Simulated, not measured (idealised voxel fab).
Process module under the name voxel local oxidation
Cross-sectional view cut (width: 270 nm; square cell size: 5 nm).
Notation: cross-section as square-cell grid; stated in bands, top first, going down; one or more cell rows per band.
Heights first: top, then bottom, in nm. Then materials, left to right, each with a width in nm. "edge to edge" on a single material: fills the band edge to edge. "air": empty space.
The reference from which all heights are counted is 0, the level beneath which the as-received wafer is entirely one material; the lowest band, having no lower bound, proceeds downward and is written after the example "top 0, no bottom".
Top row gets the first number, bottom row gets the second, and each row in between changes by the same step: that is how a band width like "30->40" works.
The cross-section has no changed cell in any step marked "no modification".
Listed in "Enclosed internal cavities": every empty space of 8 or more cells without an open way to the top. Form: width x height at distance, the distance being from the left edge, all in nm.
Anything after a step's settings on that line? It's the simulator's own note about the step.
When a step includes a mask, the "overlay nm" setting on its line states how far to the right of its planned place that mask lay, and negative values state how far to the left.
-- The process steps that were planned are listed below
1: RECEIVE | material Si
2: OXIDIZE | depth nm 5
3: CONFORMAL_DEP | material SiN | thk nm 10
4: MASKED_ETCH | tone cover | mask id ACTIVE | width nm 100 | etch materials SiN | depth nm 10 | overlay nm 0
5: SELECTIVE_ETCH | etch materials SiO2 | depth nm 5
6: OXIDIZE | depth nm 15
7: STRIP | etch materials SiN
-- Incoming wafer, cross-sectional view, post step 1
top 0, no bottom | Si edge to edge
Enclosed internal cavities: none
-- Cross-sectional result after module completion. Note: starting condition and plan are unchanged from above; one processing mistake was made
top -5, bottom -20 | 105 nm air, 60 nm Si, 105 nm air
top -20, no bottom | Si edge to edge
Enclosed internal cavities: none
The plan and the run diverged here: it should be noted that step 7 was executed with settings other than those planned, the operation and settings actually applied being STRIP | etch materials SiO2
